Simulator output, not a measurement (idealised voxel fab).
Process module name: voxel gate over fins
Pictured: cross-section cut, 275 nm wide, on a grid of 5 nm square cells.
Cross-sections here: square-cell grids, written as top-down lists of bands, a band being one or more rows of cells. Look at the band entry: it leads with the top's height and the bottom's height in nm. Then it lists the materials left to right, with a width in nm for each. The word "all across" on a single material says that material fills the band edge to edge. The word "air" is empty space. Heights are expressed relative to 0, this being the level below which the as-received wafer comprises one material exclusively. The lowest band is unbounded in the downward direction and is denoted as in "0 -> down". With a width like "30 to 40", each row of cells in the band differs from the next by the same amount, the top row carrying the first number and the bottom row the second. Given "remained the same" for a step, no cell of the cross-section differs between before and after that step. Each empty space that has no open way to the top and spans at least 8 cells appears under "Trapped cavities" as width x height at distance, the distance counted from the left edge, all in nm. after a step's settings: what the simulator itself notes on the step. "overlay nm" denotes, for a step that has a mask, the displacement of the mask to the right of its planned place, with negative values corresponding to the left.

### The steps planned for the process are as follows
1) RECEIVE, material Si
2) CONFORMAL_DEP, material SiN, thk nm 10
3) PATTERN, tone cover, mask id FINS, material resist, width nm 15, pitch nm 60, thk nm 15, overlay nm 0
4) DIRECTIONAL_ETCH, etch materials SiN, depth nm 10
5) DIRECTIONAL_ETCH, etch materials Si, depth nm 30
6) STRIP, etch materials resist
7) OXIDIZE, depth nm 5
8) FILL_DEP, material SiO2, thk nm 5
9) CMP, height nm 10
10) MASKED_ETCH, tone open, mask id RAIL, width nm 15, etch materials SiO2, depth nm 35, overlay nm 0
11) CONFORMAL_DEP, material TiN, thk nm 5
12) FILL_DEP, material W, thk nm 5
13) CMP, height nm 10
14) SELECTIVE_ETCH, etch materials W Ru TiN, depth nm 30
15) FILL_DEP, material SiO2, thk nm 5
16) CMP, height nm 10
17) SELECTIVE_ETCH, etch materials SiO2, depth nm 25
18) STRIP, etch materials SiN
19) CONFORMAL_DEP, material HfO2, thk nm 5
20) CONFORMAL_DEP, material TiN, thk nm 5
21) CONFORMAL_DEP, material TiAl, thk nm 5
22) CONFORMAL_DEP, material TiN, thk nm 5
23) FILL_DEP, material W, thk nm 15
24) CMP, height nm 30
25) CONFORMAL_DEP, material SiCN, thk nm 5

### As-received wafer cross-section (after step 1)
0 -> down | Si all across
Trapped cavities: none

### First of two wafers at the end of the module, shown in cross-section; run carried out as planned
35 -> 30 | SiCN all across
30 -> 20 | W all across
20 -> 15 | 55 nm W  45 nm TiN  15 nm W  45 nm TiN  15 nm W  45 nm TiN  55 nm W
15 -> 10 | 55 nm W  5 nm TiN  35 nm TiAl  5 nm TiN  15 nm W  5 nm TiN  35 nm TiAl  5 nm TiN  15 nm W  5 nm TiN  35 nm TiAl  5 nm TiN  55 nm W
10 -> 5 | 55 nm W  5 nm TiN  5 nm TiAl  25 nm TiN  5 nm TiAl  5 nm TiN  15 nm W  5 nm TiN  5 nm TiAl  25 nm TiN  5 nm TiAl  5 nm TiN  15 nm W  5 nm TiN  5 nm TiAl  25 nm TiN  5 nm TiAl  5 nm TiN  55 nm W
5 -> 0 | 60 nm TiN  5 nm TiAl  5 nm TiN  15 nm HfO2  5 nm TiN  5 nm TiAl  25 nm TiN  5 nm TiAl  5 nm TiN  15 nm HfO2  5 nm TiN  5 nm TiAl  25 nm TiN  5 nm TiAl  5 nm TiN  15 nm HfO2  5 nm TiN  5 nm TiAl  60 nm TiN
0 -> -5 | 65 nm TiAl  5 nm TiN  5 nm HfO2  5 nm Si  5 nm HfO2  5 nm TiN  35 nm TiAl  5 nm TiN  5 nm HfO2  5 nm Si  5 nm HfO2  5 nm TiN  35 nm TiAl  5 nm TiN  5 nm HfO2  5 nm Si  5 nm HfO2  5 nm TiN  65 nm TiAl
-5 -> -10 | 70 nm TiN  5 nm HfO2  5 nm Si  5 nm HfO2  45 nm TiN  5 nm HfO2  5 nm Si  5 nm HfO2  45 nm TiN  5 nm HfO2  5 nm Si  5 nm HfO2  70 nm TiN
-10 -> -15 | 75 nm HfO2  5 nm Si  55 nm HfO2  5 nm Si  55 nm HfO2  5 nm Si  75 nm HfO2
-15 -> -20 | 75 nm SiO2  5 nm Si  55 nm SiO2  5 nm Si  55 nm SiO2  5 nm Si  75 nm SiO2
-20 -> -25 | 75 nm SiO2  5 nm Si  20 nm SiO2  15 nm TiN  20 nm SiO2  5 nm Si  55 nm SiO2  5 nm Si  75 nm SiO2
-25 -> -35 | 75 nm SiO2  5 nm Si  55 nm SiO2  5 nm Si  55 nm SiO2  5 nm Si  75 nm SiO2
-35 -> down | Si all across
Trapped cavities: none

### Cross-section at end of module for the second wafer of two, which matched the first in starting point and plan and differed by one mistake in its processing
35 -> 30 | SiCN all across
30 -> 15 | W all across
15 -> 10 | 60 nm W  35 nm TiN  25 nm W  35 nm TiN  25 nm W  35 nm TiN  60 nm W
10 -> 5 | 60 nm W  5 nm TiN  25 nm TiAl  5 nm TiN  25 nm W  5 nm TiN  25 nm TiAl  5 nm TiN  25 nm W  5 nm TiN  25 nm TiAl  5 nm TiN  60 nm W
5 -> 0 | 60 nm W  5 nm TiN  5 nm TiAl  15 nm TiN  5 nm TiAl  5 nm TiN  25 nm W  5 nm TiN  5 nm TiAl  15 nm TiN  5 nm TiAl  5 nm TiN  25 nm W  5 nm TiN  5 nm TiAl  15 nm TiN  5 nm TiAl  5 nm TiN  60 nm W
0 -> -5 | 65 nm TiN  5 nm TiAl  5 nm TiN  5 nm Si  5 nm TiN  5 nm TiAl  35 nm TiN  5 nm TiAl  5 nm TiN  5 nm Si  5 nm TiN  5 nm TiAl  35 nm TiN  5 nm TiAl  5 nm TiN  5 nm Si  5 nm TiN  5 nm TiAl  65 nm TiN
-5 -> -10 | 70 nm TiAl  5 nm TiN  5 nm Si  5 nm TiN  45 nm TiAl  5 nm TiN  5 nm Si  5 nm TiN  45 nm TiAl  5 nm TiN  5 nm Si  5 nm TiN  70 nm TiAl
-10 -> -15 | 75 nm TiN  5 nm Si  55 nm TiN  5 nm Si  55 nm TiN  5 nm Si  75 nm TiN
-15 -> -20 | 75 nm SiO2  5 nm Si  55 nm SiO2  5 nm Si  55 nm SiO2  5 nm Si  75 nm SiO2
-20 -> -25 | 75 nm SiO2  5 nm Si  20 nm SiO2  15 nm TiN  20 nm SiO2  5 nm Si  55 nm SiO2  5 nm Si  75 nm SiO2
-25 -> -35 | 75 nm SiO2  5 nm Si  55 nm SiO2  5 nm Si  55 nm SiO2  5 nm Si  75 nm SiO2
-35 -> down | Si all across
Trapped cavities: none
Finding, execution versus plan: plan step 19 skipped
Final difference in cells, second wafer against first, listed per material as more or fewer: HfO2 -73; W +73
